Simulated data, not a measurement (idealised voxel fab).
process module | voxel transistor to metal
cross-section cut | 195 nm wide | cells 5 nm
A cross-section is a grid of square cells, given in bands from the top down. A band is one or more rows of cells.
Each band's line starts with the height of the band's top and of its bottom, in nm. Then come its materials from left to right, each with its width in nm. One material with "throughout" fills the band from edge to edge. "air" is empty space.
Height 0 is the level under which the wafer as received is all one material. The lowest band goes on downwards, as in "0 down".
A width such as "30 to 40" changes by the same amount from each row of cells to the next, from the band's top row to its bottom row.
"no change" after a step means that no cell of the cross-section changed.
closed voids: empty space of 8 cells or more with no open way to the top, each as width x height at its distance from the left edge, in nm
after a step's settings: what the simulator itself notes on the step
overlay nm, on a step with a mask: how far to the right of its planned place the mask lay; to the left if negative
plan
1 op RECEIVE | material Si
2 op CONFORMAL_DEP | material SiO2 | thk nm 5
3 op CONFORMAL_DEP | material SiN | thk nm 15
4 op DIRECTIONAL_DEP | material aC | thk nm 15
5 op PATTERN | tone cover | mask id ACTIVE | material resist | width nm 95 | thk nm 30 | overlay nm 0
6 op DIRECTIONAL_ETCH | etch materials aC | depth nm 15
7 op STRIP | etch materials resist
8 op DIRECTIONAL_ETCH | etch materials SiN | depth nm 15
9 op DIRECTIONAL_ETCH | etch materials SiO2 | depth nm 5
10 op DIRECTIONAL_ETCH | etch materials Si | depth nm 25
11 op STRIP | etch materials aC
12 op OXIDIZE | depth nm 5
13 op FILL_DEP | material SiO2 | thk nm 10
14 op CMP | height nm 20
15 op SELECTIVE_ETCH | etch materials SiO2 | depth nm 15
16 op STRIP | etch materials SiN
17 op SELECTIVE_ETCH | etch materials SiO2 | depth nm 5
18 op OXIDIZE | depth nm 5
19 op DIRECTIONAL_DEP | material polySi | thk nm 30
20 op DIRECTIONAL_DEP | material SiCN | thk nm 10
21 op MASKED_ETCH | tone cover | mask id GATE | width nm 25 | etch materials SiCN | depth nm 20 | overlay nm 0
22 op MASKED_ETCH | tone cover | mask id GATE | width nm 25 | etch materials polySi | depth nm 40 | overlay nm 0
23 op CONFORMAL_DEP | material SiO2 | thk nm 5
24 op DIRECTIONAL_ETCH | etch materials SiO2 | depth nm 5
25 op CONFORMAL_DEP | material SiN | thk nm 10
26 op DIRECTIONAL_ETCH | etch materials SiN | depth nm 10
27 op DIRECTIONAL_ETCH | etch materials SiO2 | depth nm 5
28 op DIRECTIONAL_ETCH | etch materials Si | depth nm 10
29 op EPI | material SiGe | thk nm 10
30 op FILL_DEP | material SiO2 | thk nm 5
31 op CMP | height nm 40
32 op DIRECTIONAL_DEP | material SiO2 | thk nm 15
33 op DIRECTIONAL_DEP | material aC | thk nm 10
34 op PATTERN | tone open | mask id CONTACT | material resist | width nm 15 | pitch nm 70 | thk nm 25 | overlay nm 0
35 op DIRECTIONAL_ETCH | etch materials aC | depth nm 10
36 op STRIP | etch materials resist
37 op DIRECTIONAL_ETCH | etch materials SiO2 | depth nm 60
38 op STRIP | etch materials aC
39 op CONFORMAL_DEP | material TiN | thk nm 5
40 op FILL_DEP | material Ru | thk nm 5
41 op CMP | height nm 55
42 op CONFORMAL_DEP | material SiN | thk nm 5
43 op DIRECTIONAL_DEP | material lowk | thk nm 20
44 op PATTERN | tone open | mask id METAL_1 | material resist | width nm 15 | pitch nm 70 | thk nm 20 | overlay nm 0
45 op DIRECTIONAL_ETCH | etch materials lowk | depth nm 20
46 op DIRECTIONAL_ETCH | etch materials SiN | depth nm 5
47 op STRIP | etch materials resist
48 op CONFORMAL_DEP | material TiN | thk nm 5
49 op FILL_DEP | material W | thk nm 10
50 op CMP | height nm 80
51 op CONFORMAL_DEP | material SiCN | thk nm 5
52 op DIRECTIONAL_DEP | material lowk | thk nm 35
53 op PATTERN | tone open | mask id METAL_2 | material resist | width nm 15 | pitch nm 70 | thk nm 15 | overlay nm 0
54 op DIRECTIONAL_ETCH | etch materials lowk | depth nm 20
55 op STRIP | etch materials resist
56 op PATTERN | tone open | mask id METAL_2_HOLES | material resist | width nm 15 | pitch nm 70 | thk nm 20 | overlay nm 0
57 op DIRECTIONAL_ETCH | etch materials lowk | depth nm 15
58 op DIRECTIONAL_ETCH | etch materials SiCN | depth nm 5
59 op STRIP | etch materials resist
60 op CONFORMAL_DEP | material TiN | thk nm 5
61 op FILL_DEP | material Cu | thk nm 5
62 op CMP | height nm 120
63 op CONFORMAL_DEP | material SiCN | thk nm 5
first wafer, as planned
as received, after step 1
  0 down: Si throughout
  closed voids: none
after step 2
  5 to 0: SiO2 throughout
  below 0: unchanged
after step 3
  20 to 5: SiN throughout
  below 5: unchanged
after step 4
  35 to 20: aC throughout
  below 20: unchanged
after step 5
  65 to 35: air 50 | resist 95 | air 50
  below 35: unchanged
after step 6
  50 to 35: air 50 | resist 95 | air 50
  35 to 20: air 50 | aC 95 | air 50
  below 20: unchanged
after step 7
  35 to 20: air 50 | aC 95 | air 50
  below 20: unchanged
after step 8
  35 to 20: air 50 | aC 95 | air 50
  20 to 5: air 50 | SiN 95 | air 50
  below 5: unchanged
after step 9
  35 to 20: air 50 | aC 95 | air 50
  20 to 5: air 50 | SiN 95 | air 50
  5 to 0: air 50 | SiO2 95 | air 50
  below 0: unchanged
after step 10
  35 to 20: air 50 | aC 95 | air 50
  20 to 5: air 50 | SiN 95 | air 50
  5 to 0: air 50 | SiO2 95 | air 50
  0 to -25: air 50 | Si 95 | air 50
  below -25: unchanged
after step 11
  20 to 5: air 50 | SiN 95 | air 50
  below 5: unchanged
after step 12
  20 to 5: air 50 | SiN 95 | air 50
  5 to 0: air 50 | SiO2 95 | air 50
  0 to -25: air 50 | SiO2 5 | Si 85 | SiO2 5 | air 50
  -25 to -30: SiO2 55 | Si 85 | SiO2 55
  below -30: unchanged
after step 13
  30 to 20: SiO2 throughout
  20 to 5: SiO2 50 | SiN 95 | SiO2 50
  5 to 0: SiO2 throughout
  0 to -30: SiO2 55 | Si 85 | SiO2 55
  below -30: unchanged
after step 14
  20 to 5: SiO2 50 | SiN 95 | SiO2 50
  below 5: unchanged
after step 15
  20 to 5: air 50 | SiN 95 | air 50
  below 5: unchanged
after step 16
  5 to 0: SiO2 throughout
  below 0: unchanged
after step 17
  0 to -30: SiO2 55 | Si 85 | SiO2 55
  below -30: unchanged
after step 18
  0 to -5: SiO2 throughout
  below -5: unchanged
after step 19
  30 to 0: polySi throughout
  below 0: unchanged
after step 20
  40 to 30: SiCN throughout
  below 30: unchanged
after step 21
  40 to 30: air 85 | SiCN 25 | air 85
  below 30: unchanged
after step 22
  40 to 30: air 85 | SiCN 25 | air 85
  30 to 0: air 85 | polySi 25 | air 85
  below 0: unchanged
after step 23
  45 to 40: air 80 | SiO2 35 | air 80
  40 to 30: air 80 | SiO2 5 | SiCN 25 | SiO2 5 | air 80
  30 to 5: air 80 | SiO2 5 | polySi 25 | SiO2 5 | air 80
  5 to 0: SiO2 85 | polySi 25 | SiO2 85
  below 0: unchanged
after step 24
  40 to 30: air 80 | SiO2 5 | SiCN 25 | SiO2 5 | air 80
  30 to 0: air 80 | SiO2 5 | polySi 25 | SiO2 5 | air 80
  below 0: unchanged
after step 25
  50 to 40: air 70 | SiN 55 | air 70
  40 to 30: air 70 | SiN 10 | SiO2 5 | SiCN 25 | SiO2 5 | SiN 10 | air 70
  30 to 10: air 70 | SiN 10 | SiO2 5 | polySi 25 | SiO2 5 | SiN 10 | air 70
  10 to 0: SiN 80 | SiO2 5 | polySi 25 | SiO2 5 | SiN 80
  below 0: unchanged
after step 26
  40 to 30: air 70 | SiN 10 | SiO2 5 | SiCN 25 | SiO2 5 | SiN 10 | air 70
  30 to 0: air 70 | SiN 10 | SiO2 5 | polySi 25 | SiO2 5 | SiN 10 | air 70
  below 0: unchanged
after step 27
  40 to 35: air 70 | SiN 10 | air 5 | SiCN 25 | air 5 | SiN 10 | air 70
  35 to 30: air 70 | SiN 10 | SiO2 5 | SiCN 25 | SiO2 5 | SiN 10 | air 70
  30 to 0: air 70 | SiN 10 | SiO2 5 | polySi 25 | SiO2 5 | SiN 10 | air 70
  0 to -5: air 70 | SiO2 55 | air 70
  below -5: unchanged
after step 28
  40 to 35: air 70 | SiN 10 | air 5 | SiCN 25 | air 5 | SiN 10 | air 70
  35 to 30: air 70 | SiN 10 | SiO2 5 | SiCN 25 | SiO2 5 | SiN 10 | air 70
  30 to 0: air 70 | SiN 10 | SiO2 5 | polySi 25 | SiO2 5 | SiN 10 | air 70
  0 to -5: air 70 | SiO2 55 | air 70
  -5 to -15: SiO2 55 | air 15 | Si 55 | air 15 | SiO2 55
  below -15: unchanged
after step 29
  40 to 35: air 70 | SiN 10 | air 5 | SiCN 25 | air 5 | SiN 10 | air 70
  35 to 30: air 70 | SiN 10 | SiO2 5 | SiCN 25 | SiO2 5 | SiN 10 | air 70
  30 to 5: air 70 | SiN 10 | SiO2 5 | polySi 25 | SiO2 5 | SiN 10 | air 70
  5 to 0: air 60 | SiGe 10 | SiN 10 | SiO2 5 | polySi 25 | SiO2 5 | SiN 10 | SiGe 10 | air 60
  0 to -5: air 60 | SiGe 10 | SiO2 55 | SiGe 10 | air 60
  -5 to -15: SiO2 55 | SiGe 15 | Si 55 | SiGe 15 | SiO2 55
  below -15: unchanged
after step 30
  45 to 40: SiO2 throughout
  40 to 30: SiO2 70 | SiN 10 | SiO2 5 | SiCN 25 | SiO2 5 | SiN 10 | SiO2 70
  30 to 5: SiO2 70 | SiN 10 | SiO2 5 | polySi 25 | SiO2 5 | SiN 10 | SiO2 70
  5 to 0: SiO2 60 | SiGe 10 | SiN 10 | SiO2 5 | polySi 25 | SiO2 5 | SiN 10 | SiGe 10 | SiO2 60
  0 to -5: SiO2 60 | SiGe 10 | SiO2 55 | SiGe 10 | SiO2 60
  below -5: unchanged
after step 31
  40 to 30: SiO2 70 | SiN 10 | SiO2 5 | SiCN 25 | SiO2 5 | SiN 10 | SiO2 70
  below 30: unchanged
after step 32
  55 to 40: SiO2 throughout
  below 40: unchanged
after step 33
  65 to 55: aC throughout
  below 55: unchanged
after step 34
  90 to 65: resist 55 | air 15 | resist 55 | air 15 | resist 55
  below 65: unchanged
after step 35
  80 to 65: resist 55 | air 15 | resist 55 | air 15 | resist 55
  65 to 55: aC 55 | air 15 | aC 55 | air 15 | aC 55
  below 55: unchanged
after step 36
  65 to 55: aC 55 | air 15 | aC 55 | air 15 | aC 55
  below 55: unchanged
after step 37
  65 to 55: aC 55 | air 15 | aC 55 | air 15 | aC 55
  55 to 40: SiO2 55 | air 15 | SiO2 55 | air 15 | SiO2 55
  40 to 30: SiO2 55 | air 15 | SiN 10 | SiO2 5 | SiCN 25 | SiO2 5 | SiN 10 | air 15 | SiO2 55
  30 to 5: SiO2 55 | air 15 | SiN 10 | SiO2 5 | polySi 25 | SiO2 5 | SiN 10 | air 15 | SiO2 55
  5 to 0: SiO2 55 | air 5 | SiGe 10 | SiN 10 | SiO2 5 | polySi 25 | SiO2 5 | SiN 10 | SiGe 10 | air 5 | SiO2 55
  0 to -5: SiO2 55 | air 5 | SiGe 10 | SiO2 55 | SiGe 10 | air 5 | SiO2 55
  below -5: unchanged
after step 38
  55 to 40: SiO2 55 | air 15 | SiO2 55 | air 15 | SiO2 55
  below 40: unchanged
after step 39
  60 to 55: TiN 60 | air 5 | TiN 65 | air 5 | TiN 60
  55 to 40: SiO2 55 | TiN 5 | air 5 | TiN 5 | SiO2 55 | TiN 5 | air 5 | TiN 5 | SiO2 55
  40 to 30: SiO2 55 | TiN 5 | air 5 | TiN 5 | SiN 10 | SiO2 5 | SiCN 25 | SiO2 5 | SiN 10 | TiN 5 | air 5 | TiN 5 | SiO2 55
  30 to 10: SiO2 55 | TiN 5 | air 5 | TiN 5 | SiN 10 | SiO2 5 | polySi 25 | SiO2 5 | SiN 10 | TiN 5 | air 5 | TiN 5 | SiO2 55
  10 to 5: SiO2 55 | TiN 15 | SiN 10 | SiO2 5 | polySi 25 | SiO2 5 | SiN 10 | TiN 15 | SiO2 55
  5 to 0: SiO2 55 | TiN 5 | SiGe 10 | SiN 10 | SiO2 5 | polySi 25 | SiO2 5 | SiN 10 | SiGe 10 | TiN 5 | SiO2 55
  0 to -5: SiO2 55 | TiN 5 | SiGe 10 | SiO2 55 | SiGe 10 | TiN 5 | SiO2 55
  below -5: unchanged
after step 40
  65 to 60: Ru throughout
  60 to 55: TiN 60 | Ru 5 | TiN 65 | Ru 5 | TiN 60
  55 to 40: SiO2 55 | TiN 5 | Ru 5 | TiN 5 | SiO2 55 | TiN 5 | Ru 5 | TiN 5 | SiO2 55
  40 to 30: SiO2 55 | TiN 5 | Ru 5 | TiN 5 | SiN 10 | SiO2 5 | SiCN 25 | SiO2 5 | SiN 10 | TiN 5 | Ru 5 | TiN 5 | SiO2 55
  30 to 10: SiO2 55 | TiN 5 | Ru 5 | TiN 5 | SiN 10 | SiO2 5 | polySi 25 | SiO2 5 | SiN 10 | TiN 5 | Ru 5 | TiN 5 | SiO2 55
  below 10: unchanged
after step 41
  55 to 40: SiO2 55 | TiN 5 | Ru 5 | TiN 5 | SiO2 55 | TiN 5 | Ru 5 | TiN 5 | SiO2 55
  below 40: unchanged
after step 42
  60 to 55: SiN throughout
  below 55: unchanged
after step 43
  80 to 60: lowk throughout
  below 60: unchanged
after step 44
  100 to 80: resist 55 | air 15 | resist 55 | air 15 | resist 55
  below 80: unchanged
after step 45
  100 to 80: resist 55 | air 15 | resist 55 | air 15 | resist 55
  80 to 60: lowk 55 | air 15 | lowk 55 | air 15 | lowk 55
  below 60: unchanged
after step 46
  100 to 80: resist 55 | air 15 | resist 55 | air 15 | resist 55
  80 to 60: lowk 55 | air 15 | lowk 55 | air 15 | lowk 55
  60 to 55: SiN 55 | air 15 | SiN 55 | air 15 | SiN 55
  below 55: unchanged
after step 47
  80 to 60: lowk 55 | air 15 | lowk 55 | air 15 | lowk 55
  below 60: unchanged
after step 48
  85 to 80: TiN 60 | air 5 | TiN 65 | air 5 | TiN 60
  80 to 60: lowk 55 | TiN 5 | air 5 | TiN 5 | lowk 55 | TiN 5 | air 5 | TiN 5 | lowk 55
  60 to 55: SiN 55 | TiN 15 | SiN 55 | TiN 15 | SiN 55
  below 55: unchanged
after step 49
  95 to 85: W throughout
  85 to 80: TiN 60 | W 5 | TiN 65 | W 5 | TiN 60
  80 to 60: lowk 55 | TiN 5 | W 5 | TiN 5 | lowk 55 | TiN 5 | W 5 | TiN 5 | lowk 55
  below 60: unchanged
after step 50
  80 to 60: lowk 55 | TiN 5 | W 5 | TiN 5 | lowk 55 | TiN 5 | W 5 | TiN 5 | lowk 55
  below 60: unchanged
after step 51
  85 to 80: SiCN throughout
  below 80: unchanged
after step 52
  120 to 85: lowk throughout
  below 85: unchanged
after step 53
  135 to 120: resist 55 | air 15 | resist 55 | air 15 | resist 55
  below 120: unchanged
after step 54
  135 to 120: resist 55 | air 15 | resist 55 | air 15 | resist 55
  120 to 100: lowk 55 | air 15 | lowk 55 | air 15 | lowk 55
  below 100: unchanged
after step 55
  120 to 100: lowk 55 | air 15 | lowk 55 | air 15 | lowk 55
  below 100: unchanged
after step 56
  140 to 120: resist 55 | air 15 | resist 55 | air 15 | resist 55
  below 120: unchanged
after step 57
  140 to 120: resist 55 | air 15 | resist 55 | air 15 | resist 55
  120 to 85: lowk 55 | air 15 | lowk 55 | air 15 | lowk 55
  below 85: unchanged
after step 58
  140 to 120: resist 55 | air 15 | resist 55 | air 15 | resist 55
  120 to 85: lowk 55 | air 15 | lowk 55 | air 15 | lowk 55
  85 to 80: SiCN 55 | air 15 | SiCN 55 | air 15 | SiCN 55
  below 80: unchanged
after step 59
  120 to 85: lowk 55 | air 15 | lowk 55 | air 15 | lowk 55
  below 85: unchanged
after step 60
  125 to 120: TiN 60 | air 5 | TiN 65 | air 5 | TiN 60
  120 to 85: lowk 55 | TiN 5 | air 5 | TiN 5 | lowk 55 | TiN 5 | air 5 | TiN 5 | lowk 55
  85 to 80: SiCN 55 | TiN 15 | SiCN 55 | TiN 15 | SiCN 55
  below 80: unchanged
after step 61
  130 to 125: Cu throughout
  125 to 120: TiN 60 | Cu 5 | TiN 65 | Cu 5 | TiN 60
  120 to 85: lowk 55 | TiN 5 | Cu 5 | TiN 5 | lowk 55 | TiN 5 | Cu 5 | TiN 5 | lowk 55
  below 85: unchanged
after step 62
  120 to 85: lowk 55 | TiN 5 | Cu 5 | TiN 5 | lowk 55 | TiN 5 | Cu 5 | TiN 5 | lowk 55
  below 85: unchanged
after step 63
  125 to 120: SiCN throughout
  below 120: unchanged
second wafer: like start, like plan, one mistake. Through step 1 it matches the first wafer
when step 2 should have ended: no change
when step 3 should have ended
  15 to 0: SiN throughout
  below 0: unchanged
when step 4 should have ended
  30 to 15: aC throughout
  below 15: unchanged
when step 5 should have ended
  60 to 30: air 50 | resist 95 | air 50
  below 30: unchanged
when step 6 should have ended
  45 to 30: air 50 | resist 95 | air 50
  30 to 15: air 50 | aC 95 | air 50
  below 15: unchanged
when step 7 should have ended
  30 to 15: air 50 | aC 95 | air 50
  below 15: unchanged
when step 8 should have ended
  30 to 15: air 50 | aC 95 | air 50
  15 to 0: air 50 | SiN 95 | air 50
  below 0: unchanged
when step 9 should have ended: no change
when step 10 should have ended
  30 to 15: air 50 | aC 95 | air 50
  15 to 0: air 50 | SiN 95 | air 50
  0 to -25: air 50 | Si 95 | air 50
  below -25: unchanged
when step 11 should have ended
  15 to 0: air 50 | SiN 95 | air 50
  below 0: unchanged
when step 12 should have ended
  15 to 0: air 50 | SiN 95 | air 50
  0 to -25: air 50 | SiO2 5 | Si 85 | SiO2 5 | air 50
  -25 to -30: SiO2 55 | Si 85 | SiO2 55
  below -30: unchanged
when step 13 should have ended
  25 to 15: SiO2 throughout
  15 to 0: SiO2 50 | SiN 95 | SiO2 50
  0 to -30: SiO2 55 | Si 85 | SiO2 55
  below -30: unchanged
when step 14 should have ended
  20 to 15: SiO2 throughout
  below 15: unchanged
when step 15 should have ended
  15 to 5: air 50 | SiN 95 | air 50
  below 5: unchanged
when step 16 should have ended
  5 to 0: SiO2 50 | air 95 | SiO2 50
  below 0: unchanged
when step 17 should have ended
  0 to -5: SiO2 45 | air 10 | Si 85 | air 10 | SiO2 45
  below -5: unchanged
when step 18 should have ended
  0 to -5: SiO2 45 | air 10 | SiO2 85 | air 10 | SiO2 45
  -5 to -10: SiO2 60 | Si 75 | SiO2 60
  below -10: unchanged
when step 19 should have ended
  30 to 25: polySi 45 | air 10 | polySi 85 | air 10 | polySi 45
  25 to 0: polySi throughout
  0 to -5: SiO2 45 | polySi 10 | SiO2 85 | polySi 10 | SiO2 45
  below -5: unchanged
when step 20 should have ended
  40 to 35: SiCN 45 | air 10 | SiCN 85 | air 10 | SiCN 45
  35 to 30: SiCN throughout
  30 to 25: polySi 45 | SiCN 10 | polySi 85 | SiCN 10 | polySi 45
  below 25: unchanged
when step 21 should have ended
  40 to 30: air 85 | SiCN 25 | air 85
  30 to 25: polySi 45 | air 10 | polySi 85 | air 10 | polySi 45
  below 25: unchanged
when step 22 should have ended
  40 to 30: air 85 | SiCN 25 | air 85
  30 to 0: air 85 | polySi 25 | air 85
  0 to -5: SiO2 45 | air 10 | SiO2 85 | air 10 | SiO2 45
  below -5: unchanged
when step 23 should have ended
  45 to 40: air 80 | SiO2 35 | air 80
  40 to 30: air 80 | SiO2 5 | SiCN 25 | SiO2 5 | air 80
  30 to 5: air 80 | SiO2 5 | polySi 25 | SiO2 5 | air 80
  5 to 0: SiO2 85 | polySi 25 | SiO2 85
  0 to -5: SiO2 throughout
  below -5: unchanged
when step 24 should have ended
  40 to 30: air 80 | SiO2 5 | SiCN 25 | SiO2 5 | air 80
  30 to 0: air 80 | SiO2 5 | polySi 25 | SiO2 5 | air 80
  below 0: unchanged
when step 25 should have ended
  50 to 40: air 70 | SiN 55 | air 70
  40 to 30: air 70 | SiN 10 | SiO2 5 | SiCN 25 | SiO2 5 | SiN 10 | air 70
  30 to 10: air 70 | SiN 10 | SiO2 5 | polySi 25 | SiO2 5 | SiN 10 | air 70
  10 to 0: SiN 80 | SiO2 5 | polySi 25 | SiO2 5 | SiN 80
  below 0: unchanged
when step 26 should have ended
  40 to 30: air 70 | SiN 10 | SiO2 5 | SiCN 25 | SiO2 5 | SiN 10 | air 70
  30 to 0: air 70 | SiN 10 | SiO2 5 | polySi 25 | SiO2 5 | SiN 10 | air 70
  below 0: unchanged
when step 27 should have ended
  40 to 35: air 70 | SiN 10 | air 5 | SiCN 25 | air 5 | SiN 10 | air 70
  35 to 30: air 70 | SiN 10 | SiO2 5 | SiCN 25 | SiO2 5 | SiN 10 | air 70
  30 to 0: air 70 | SiN 10 | SiO2 5 | polySi 25 | SiO2 5 | SiN 10 | air 70
  0 to -5: air 70 | SiO2 55 | air 70
  below -5: unchanged
when step 28 should have ended
  40 to 35: air 70 | SiN 10 | air 5 | SiCN 25 | air 5 | SiN 10 | air 70
  35 to 30: air 70 | SiN 10 | SiO2 5 | SiCN 25 | SiO2 5 | SiN 10 | air 70
  30 to 0: air 70 | SiN 10 | SiO2 5 | polySi 25 | SiO2 5 | SiN 10 | air 70
  0 to -5: air 70 | SiO2 55 | air 70
  -5 to -10: SiO2 60 | air 10 | Si 55 | air 10 | SiO2 60
  -10 to -15: SiO2 55 | Si 5 | air 10 | Si 55 | air 10 | Si 5 | SiO2 55
  below -15: unchanged
when step 29 should have ended
  40 to 35: air 70 | SiN 10 | air 5 | SiCN 25 | air 5 | SiN 10 | air 70
  35 to 30: air 70 | SiN 10 | SiO2 5 | SiCN 25 | SiO2 5 | SiN 10 | air 70
  30 to 5: air 70 | SiN 10 | SiO2 5 | polySi 25 | SiO2 5 | SiN 10 | air 70
  5 to 0: air 60 | SiGe 10 | SiN 10 | SiO2 5 | polySi 25 | SiO2 5 | SiN 10 | SiGe 10 | air 60
  0 to -5: air 55 | SiGe 15 | SiO2 55 | SiGe 15 | air 55
  -5 to -10: SiO2 60 | SiGe 10 | Si 55 | SiGe 10 | SiO2 60
  -10 to -15: SiO2 55 | Si 5 | SiGe 10 | Si 55 | SiGe 10 | Si 5 | SiO2 55
  below -15: unchanged
when step 30 should have ended
  45 to 40: SiO2 throughout
  40 to 30: SiO2 70 | SiN 10 | SiO2 5 | SiCN 25 | SiO2 5 | SiN 10 | SiO2 70
  30 to 5: SiO2 70 | SiN 10 | SiO2 5 | polySi 25 | SiO2 5 | SiN 10 | SiO2 70
  5 to 0: SiO2 60 | SiGe 10 | SiN 10 | SiO2 5 | polySi 25 | SiO2 5 | SiN 10 | SiGe 10 | SiO2 60
  0 to -5: SiO2 55 | SiGe 15 | SiO2 55 | SiGe 15 | SiO2 55
  below -5: unchanged
when step 31 should have ended
  40 to 30: SiO2 70 | SiN 10 | SiO2 5 | SiCN 25 | SiO2 5 | SiN 10 | SiO2 70
  below 30: unchanged
when step 32 should have ended
  55 to 40: SiO2 throughout
  below 40: unchanged
when step 33 should have ended
  65 to 55: aC throughout
  below 55: unchanged
when step 34 should have ended
  90 to 65: resist 55 | air 15 | resist 55 | air 15 | resist 55
  below 65: unchanged
when step 35 should have ended
  80 to 65: resist 55 | air 15 | resist 55 | air 15 | resist 55
  65 to 55: aC 55 | air 15 | aC 55 | air 15 | aC 55
  below 55: unchanged
when step 36 should have ended
  65 to 55: aC 55 | air 15 | aC 55 | air 15 | aC 55
  below 55: unchanged
when step 37 should have ended
  65 to 55: aC 55 | air 15 | aC 55 | air 15 | aC 55
  55 to 40: SiO2 55 | air 15 | SiO2 55 | air 15 | SiO2 55
  40 to 30: SiO2 55 | air 15 | SiN 10 | SiO2 5 | SiCN 25 | SiO2 5 | SiN 10 | air 15 | SiO2 55
  30 to 5: SiO2 55 | air 15 | SiN 10 | SiO2 5 | polySi 25 | SiO2 5 | SiN 10 | air 15 | SiO2 55
  5 to 0: SiO2 55 | air 5 | SiGe 10 | SiN 10 | SiO2 5 | polySi 25 | SiO2 5 | SiN 10 | SiGe 10 | air 5 | SiO2 55
  below 0: unchanged
when step 38 should have ended
  55 to 40: SiO2 55 | air 15 | SiO2 55 | air 15 | SiO2 55
  below 40: unchanged
when step 39 should have ended
  60 to 55: TiN 60 | air 5 | TiN 65 | air 5 | TiN 60
  55 to 40: SiO2 55 | TiN 5 | air 5 | TiN 5 | SiO2 55 | TiN 5 | air 5 | TiN 5 | SiO2 55
  40 to 30: SiO2 55 | TiN 5 | air 5 | TiN 5 | SiN 10 | SiO2 5 | SiCN 25 | SiO2 5 | SiN 10 | TiN 5 | air 5 | TiN 5 | SiO2 55
  30 to 10: SiO2 55 | TiN 5 | air 5 | TiN 5 | SiN 10 | SiO2 5 | polySi 25 | SiO2 5 | SiN 10 | TiN 5 | air 5 | TiN 5 | SiO2 55
  10 to 5: SiO2 55 | TiN 15 | SiN 10 | SiO2 5 | polySi 25 | SiO2 5 | SiN 10 | TiN 15 | SiO2 55
  5 to 0: SiO2 55 | TiN 5 | SiGe 10 | SiN 10 | SiO2 5 | polySi 25 | SiO2 5 | SiN 10 | SiGe 10 | TiN 5 | SiO2 55
  below 0: unchanged
when step 40 should have ended
  65 to 60: Ru throughout
  60 to 55: TiN 60 | Ru 5 | TiN 65 | Ru 5 | TiN 60
  55 to 40: SiO2 55 | TiN 5 | Ru 5 | TiN 5 | SiO2 55 | TiN 5 | Ru 5 | TiN 5 | SiO2 55
  40 to 30: SiO2 55 | TiN 5 | Ru 5 | TiN 5 | SiN 10 | SiO2 5 | SiCN 25 | SiO2 5 | SiN 10 | TiN 5 | Ru 5 | TiN 5 | SiO2 55
  30 to 10: SiO2 55 | TiN 5 | Ru 5 | TiN 5 | SiN 10 | SiO2 5 | polySi 25 | SiO2 5 | SiN 10 | TiN 5 | Ru 5 | TiN 5 | SiO2 55
  below 10: unchanged
when step 41 should have ended
  55 to 40: SiO2 55 | TiN 5 | Ru 5 | TiN 5 | SiO2 55 | TiN 5 | Ru 5 | TiN 5 | SiO2 55
  below 40: unchanged
when step 42 should have ended
  60 to 55: SiN throughout
  below 55: unchanged
when step 43 should have ended
  80 to 60: lowk throughout
  below 60: unchanged
when step 44 should have ended
  100 to 80: resist 55 | air 15 | resist 55 | air 15 | resist 55
  below 80: unchanged
when step 45 should have ended
  100 to 80: resist 55 | air 15 | resist 55 | air 15 | resist 55
  80 to 60: lowk 55 | air 15 | lowk 55 | air 15 | lowk 55
  below 60: unchanged
when step 46 should have ended
  100 to 80: resist 55 | air 15 | resist 55 | air 15 | resist 55
  80 to 60: lowk 55 | air 15 | lowk 55 | air 15 | lowk 55
  60 to 55: SiN 55 | air 15 | SiN 55 | air 15 | SiN 55
  below 55: unchanged
when step 47 should have ended
  80 to 60: lowk 55 | air 15 | lowk 55 | air 15 | lowk 55
  below 60: unchanged
when step 48 should have ended
  85 to 80: TiN 60 | air 5 | TiN 65 | air 5 | TiN 60
  80 to 60: lowk 55 | TiN 5 | air 5 | TiN 5 | lowk 55 | TiN 5 | air 5 | TiN 5 | lowk 55
  60 to 55: SiN 55 | TiN 15 | SiN 55 | TiN 15 | SiN 55
  below 55: unchanged
when step 49 should have ended
  95 to 85: W throughout
  85 to 80: TiN 60 | W 5 | TiN 65 | W 5 | TiN 60
  80 to 60: lowk 55 | TiN 5 | W 5 | TiN 5 | lowk 55 | TiN 5 | W 5 | TiN 5 | lowk 55
  below 60: unchanged
when step 50 should have ended
  80 to 60: lowk 55 | TiN 5 | W 5 | TiN 5 | lowk 55 | TiN 5 | W 5 | TiN 5 | lowk 55
  below 60: unchanged
when step 51 should have ended
  85 to 80: SiCN throughout
  below 80: unchanged
when step 52 should have ended
  120 to 85: lowk throughout
  below 85: unchanged
when step 53 should have ended
  135 to 120: resist 55 | air 15 | resist 55 | air 15 | resist 55
  below 120: unchanged
when step 54 should have ended
  135 to 120: resist 55 | air 15 | resist 55 | air 15 | resist 55
  120 to 100: lowk 55 | air 15 | lowk 55 | air 15 | lowk 55
  below 100: unchanged
when step 55 should have ended
  120 to 100: lowk 55 | air 15 | lowk 55 | air 15 | lowk 55
  below 100: unchanged
when step 56 should have ended
  140 to 120: resist 55 | air 15 | resist 55 | air 15 | resist 55
  below 120: unchanged
when step 57 should have ended
  140 to 120: resist 55 | air 15 | resist 55 | air 15 | resist 55
  120 to 85: lowk 55 | air 15 | lowk 55 | air 15 | lowk 55
  below 85: unchanged
when step 58 should have ended
  140 to 120: resist 55 | air 15 | resist 55 | air 15 | resist 55
  120 to 85: lowk 55 | air 15 | lowk 55 | air 15 | lowk 55
  85 to 80: SiCN 55 | air 15 | SiCN 55 | air 15 | SiCN 55
  below 80: unchanged
when step 59 should have ended
  120 to 85: lowk 55 | air 15 | lowk 55 | air 15 | lowk 55
  below 85: unchanged
when step 60 should have ended
  125 to 120: TiN 60 | air 5 | TiN 65 | air 5 | TiN 60
  120 to 85: lowk 55 | TiN 5 | air 5 | TiN 5 | lowk 55 | TiN 5 | air 5 | TiN 5 | lowk 55
  85 to 80: SiCN 55 | TiN 15 | SiCN 55 | TiN 15 | SiCN 55
  below 80: unchanged
when step 61 should have ended
  130 to 125: Cu throughout
  125 to 120: TiN 60 | Cu 5 | TiN 65 | Cu 5 | TiN 60
  120 to 85: lowk 55 | TiN 5 | Cu 5 | TiN 5 | lowk 55 | TiN 5 | Cu 5 | TiN 5 | lowk 55
  below 85: unchanged
when step 62 should have ended
  120 to 85: lowk 55 | TiN 5 | Cu 5 | TiN 5 | lowk 55 | TiN 5 | Cu 5 | TiN 5 | lowk 55
  below 85: unchanged
when step 63 should have ended
  125 to 120: SiCN throughout
  below 120: unchanged
what went wrong: step 2 was left out
at the end the second wafer has, in cells: 2 more of Si | 2 fewer of SiGe | 2 more of SiO2 | 2 fewer of TiN
